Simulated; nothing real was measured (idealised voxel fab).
Process module, titled voxel tone inversion
The width of the displayed cross-section, cut, is 300 nm; its cells are square, with a size of 5 nm.
A cross-section is a grid of square cells, given in bands from the top down. A band is one or more rows of cells. In this notation a band is specified by the heights of its top and bottom, in that order and in nm, after which its materials appear from left to right, each paired with its width in nm. The word "throughout" attached to a single material means that material fills the band from edge to edge; the word "air" stands for empty space. Heights are reckoned from 0. Under this level, the received wafer is all of one material. The bottommost band is open-ended downward, for example "0 and below". A two-number width, for instance "30 to 40", indicates that the width is equal to the first number in the top row of the band and to the second number in the bottom row, and that it changes by a constant amount per row of cells. Where the words "no modifications" appear for a step, the cross-section shows no cell changed by that step; every cell remained as before. "Tabulated closed voids" contains a list of empty spaces, each no smaller than 8 cells and without an open way to the top, written in the form width x height at distance with the distance from the left edge and all three in nm. It should be noted that, on the line of a given step, the content following the step's settings is a remark produced by the simulator itself with respect to that step. The setting "overlay nm" may be written on the line of a step. When the step uses a mask, the value reports how far to the right of the planned place the mask lay, and a negative value reports that it lay to the left.

[Process steps (planned)]
step 1: RECEIVE (material Si)
step 2: CONFORMAL_DEP (material SiCN; thk nm 10)
step 3: DIRECTIONAL_DEP (material polySi; thk nm 20)
step 4: PATTERN (tone cover; mask id POSTS; material resist; width nm 25; pitch nm 55; thk nm 30; overlay nm 0)
step 5: DIRECTIONAL_ETCH (etch materials polySi; depth nm 20)
step 6: STRIP (etch materials resist)
step 7: FILL_DEP (material SiO2; thk nm 10)
step 8: CMP (height nm 30)
step 9: STRIP (etch materials polySi)
step 10: CONFORMAL_DEP (material TiN; thk nm 5)
step 11: FILL_DEP (material Cu; thk nm 10)
step 12: CMP (height nm 30)
step 13: CONFORMAL_DEP (material SiN; thk nm 5)

[first wafer, as planned]

[Wafer cross-section on receipt, i.e. after step 1]
0 and below: Si throughout
Tabulated closed voids: none

[So this is the wafer cross-section right after step 2]
10 down to 0: SiCN throughout
Everything below 0 is unchanged.

[So this is the wafer cross-section right after step 3]
30 down to 10: polySi throughout
Everything below 10 is unchanged.

[So this is the wafer cross-section right after step 4]
60 down to 30: air: 55, then resist: 25, then air: 30, then resist: 25, then air: 30, then resist: 25, then air: 30, then resist: 25, then air: 55
Everything below 30 is unchanged.

[So this is the wafer cross-section right after step 5]
60 down to 30: air: 55, then resist: 25, then air: 30, then resist: 25, then air: 30, then resist: 25, then air: 30, then resist: 25, then air: 55
30 down to 10: air: 55, then polySi: 25, then air: 30, then polySi: 25, then air: 30, then polySi: 25, then air: 30, then polySi: 25, then air: 55
Everything below 10 is unchanged.

[So this is the wafer cross-section right after step 6]
30 down to 10: air: 55, then polySi: 25, then air: 30, then polySi: 25, then air: 30, then polySi: 25, then air: 30, then polySi: 25, then air: 55
Everything below 10 is unchanged.

[So this is the wafer cross-section right after step 7]
40 down to 30: SiO2 throughout
30 down to 10: SiO2: 55, then polySi: 25, then SiO2: 30, then polySi: 25, then SiO2: 30, then polySi: 25, then SiO2: 30, then polySi: 25, then SiO2: 55
Everything below 10 is unchanged.

[So this is the wafer cross-section right after step 8]
30 down to 10: SiO2: 55, then polySi: 25, then SiO2: 30, then polySi: 25, then SiO2: 30, then polySi: 25, then SiO2: 30, then polySi: 25, then SiO2: 55
Everything below 10 is unchanged.

[So this is the wafer cross-section right after step 9]
30 down to 10: SiO2: 55, then air: 25, then SiO2: 30, then air: 25, then SiO2: 30, then air: 25, then SiO2: 30, then air: 25, then SiO2: 55
Everything below 10 is unchanged.

[So this is the wafer cross-section right after step 10]
35 down to 30: TiN: 60, then air: 15, then TiN: 40, then air: 15, then TiN: 40, then air: 15, then TiN: 40, then air: 15, then TiN: 60
30 down to 15: SiO2: 55, then TiN: 5, then air: 15, then TiN: 5, then SiO2: 30, then TiN: 5, then air: 15, then TiN: 5, then SiO2: 30, then TiN: 5, then air: 15, then TiN: 5, then SiO2: 30, then TiN: 5, then air: 15, then TiN: 5, then SiO2: 55
15 down to 10: SiO2: 55, then TiN: 25, then SiO2: 30, then TiN: 25, then SiO2: 30, then TiN: 25, then SiO2: 30, then TiN: 25, then SiO2: 55
Everything below 10 is unchanged.

[So this is the wafer cross-section right after step 11]
45 down to 35: Cu throughout
35 down to 30: TiN: 60, then Cu: 15, then TiN: 40, then Cu: 15, then TiN: 40, then Cu: 15, then TiN: 40, then Cu: 15, then TiN: 60
30 down to 15: SiO2: 55, then TiN: 5, then Cu: 15, then TiN: 5, then SiO2: 30, then TiN: 5, then Cu: 15, then TiN: 5, then SiO2: 30, then TiN: 5, then Cu: 15, then TiN: 5, then SiO2: 30, then TiN: 5, then Cu: 15, then TiN: 5, then SiO2: 55
Everything below 15 is unchanged.

[So this is the wafer cross-section right after step 12]
30 down to 15: SiO2: 55, then TiN: 5, then Cu: 15, then TiN: 5, then SiO2: 30, then TiN: 5, then Cu: 15, then TiN: 5, then SiO2: 30, then TiN: 5, then Cu: 15, then TiN: 5, then SiO2: 30, then TiN: 5, then Cu: 15, then TiN: 5, then SiO2: 55
Everything below 15 is unchanged.

[So this is the wafer cross-section right after step 13]
35 down to 30: SiN throughout
Everything below 30 is unchanged.

[Okay, second wafer. Nothing different at the start, nothing different in the plan, just one mistake somewhere in the running. As far as step 1, counting that step, it's the first wafer all over again]

[What the second wafer looks like in cross-section when step 2 should have wrapped up]
20 down to 0: polySi throughout
Everything below 0 is unchanged.

[What the second wafer looks like in cross-section when step 3 should have wrapped up]
30 down to 20: SiCN throughout
Everything below 20 is unchanged.

[What the second wafer looks like in cross-section when step 4 should have wrapped up]
60 down to 30: air: 55, then resist: 25, then air: 30, then resist: 25, then air: 30, then resist: 25, then air: 30, then resist: 25, then air: 55
Everything below 30 is unchanged.

What the second wafer looks like in cross-section when step 5 should have wrapped up: no modifications

[What the second wafer looks like in cross-section when step 6 should have wrapped up]
30 down to 20: SiCN throughout
Everything below 20 is unchanged.

[What the second wafer looks like in cross-section when step 7 should have wrapped up]
40 down to 30: SiO2 throughout
Everything below 30 is unchanged.

[What the second wafer looks like in cross-section when step 8 should have wrapped up]
30 down to 20: SiCN throughout
Everything below 20 is unchanged.

What the second wafer looks like in cross-section when step 9 should have wrapped up: no modifications

[What the second wafer looks like in cross-section when step 10 should have wrapped up]
35 down to 30: TiN throughout
Everything below 30 is unchanged.

[What the second wafer looks like in cross-section when step 11 should have wrapped up]
45 down to 35: Cu throughout
Everything below 35 is unchanged.

[What the second wafer looks like in cross-section when step 12 should have wrapped up]
30 down to 20: SiCN throughout
Everything below 20 is unchanged.

[What the second wafer looks like in cross-section when step 13 should have wrapped up]
35 down to 30: SiN throughout
Everything below 30 is unchanged.
Diagnosis: steps 2 and 3: order swapped relative to plan
Bottom line after processing is that, in cells, the second wafer is up or down on some materials versus the first: 36 fewer of Cu; 160 fewer of SiO2; 44 fewer of TiN; 240 more of polySi
